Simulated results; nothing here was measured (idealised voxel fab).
Title: Process Module voxel self aligned contacts
Section cut is 265 nm wide and gridded with 5 nm square cells.
Square cells in a grid make up a cross-section in this document, and the grid is given as bands, listed from the top down, each one or more rows of cells. Basically the band line says how high the top is and how high the bottom is, in nm, and then what's in it from left to right, every material with its width in nm. Empty space shows up as "air", and if a single material carries "all across" it runs the full band edge to edge. Convention: height 0 is the level below which the wafer, as received, is all one material. The lowest band does not terminate at the bottom but continues downward, represented as "0..down". Top row gets the first number, bottom row gets the second, and each row in between changes by the same step: that is how a band width like "30 to 40" works. It should be understood that the words "no modifications", when stated for a given step, signify that the cross-section underwent no change in any of its cells during that step. If an empty space has no open way to the top and is at least 8 cells in size, "Closed void list" lists it, written width x height at distance, where distance is measured from the left edge and every value is in nm. Note: text after step settings on the step line = simulator remark on that step. overlay nm: mask offset rightward from planned place, masked step; negative means leftward offset.
-- Planned process steps
- 1: RECEIVE: material Si
- 2: OXIDIZE: depth nm 5
- 3: DIRECTIONAL_DEP: material polySi, thk nm 30
- 4: DIRECTIONAL_DEP: material SiN, thk nm 15
- 5: PATTERN: tone cover, mask id GATE, material resist, width nm 25, pitch nm 60, thk nm 20, overlay nm 0
- 6: DIRECTIONAL_ETCH: etch materials SiN, depth nm 15
- 7: DIRECTIONAL_ETCH: etch materials polySi, depth nm 30
- 8: STRIP: etch materials resist
- 9: CONFORMAL_DEP: material SiN, thk nm 5
- 10: DIRECTIONAL_ETCH: etch materials SiN, depth nm 5
- 11: FILL_DEP: material SiO2, thk nm 15
- 12: CMP: height nm 55
- 13: MASKED_ETCH: tone open, mask id CONTACT, width nm 45, pitch nm 60, etch materials SiO2, depth nm 60, overlay nm 0
- 14: CONFORMAL_DEP: material TiN, thk nm 5
- 15: FILL_DEP: material Ru, thk nm 5
- 16: CMP: height nm 55
- 17: CONFORMAL_DEP: material SiCN, thk nm 5
-- Cross-section of the wafer upon arrival, representing the state reached after step 1
* 0..down: Si all across
* Closed void list: none
-- Below is the wafer in cross-section after the module was completed. It began from the starting point shown above and followed the plan shown above, except that one mistake was made while running it
* 60..55: SiCN all across
* 55..45: SiO2 (80)  TiN (5 to 15)  Ru (35 to 15)  TiN (5 to 15)  SiO2 (15)  TiN (5 to 15)  Ru (35 to 15)  TiN (5 to 15)  SiO2 (80)
* 45..30: SiO2 (55)  SiN (35)  TiN (5)  Ru (15)  TiN (5)  SiN (35)  TiN (5)  Ru (15)  TiN (5)  SiN (35)  SiO2 (55)
* 30..15: SiO2 (55)  SiN (5)  polySi (25)  SiN (5)  TiN (5)  Ru (15)  TiN (5)  SiN (5)  polySi (25)  SiN (5)  TiN (5)  Ru (15)  TiN (5)  SiN (5)  polySi (25)  SiN (5)  SiO2 (55)
* 15..10: SiO2 (55)  SiN (5)  polySi (25)  SiN (5)  TiN (25)  SiN (5)  polySi (25)  SiN (5)  TiN (25)  SiN (5)  polySi (25)  SiN (5)  SiO2 (55)
* 10..0: polySi all across
* 0..-5: SiO2 all across
* -5..down: Si all across
* Closed void list: none
What went wrong in running the wafer? the process deviated at step 7: the operation and settings actually run there were DIRECTIONAL_ETCH: etch materials polySi, depth nm 20
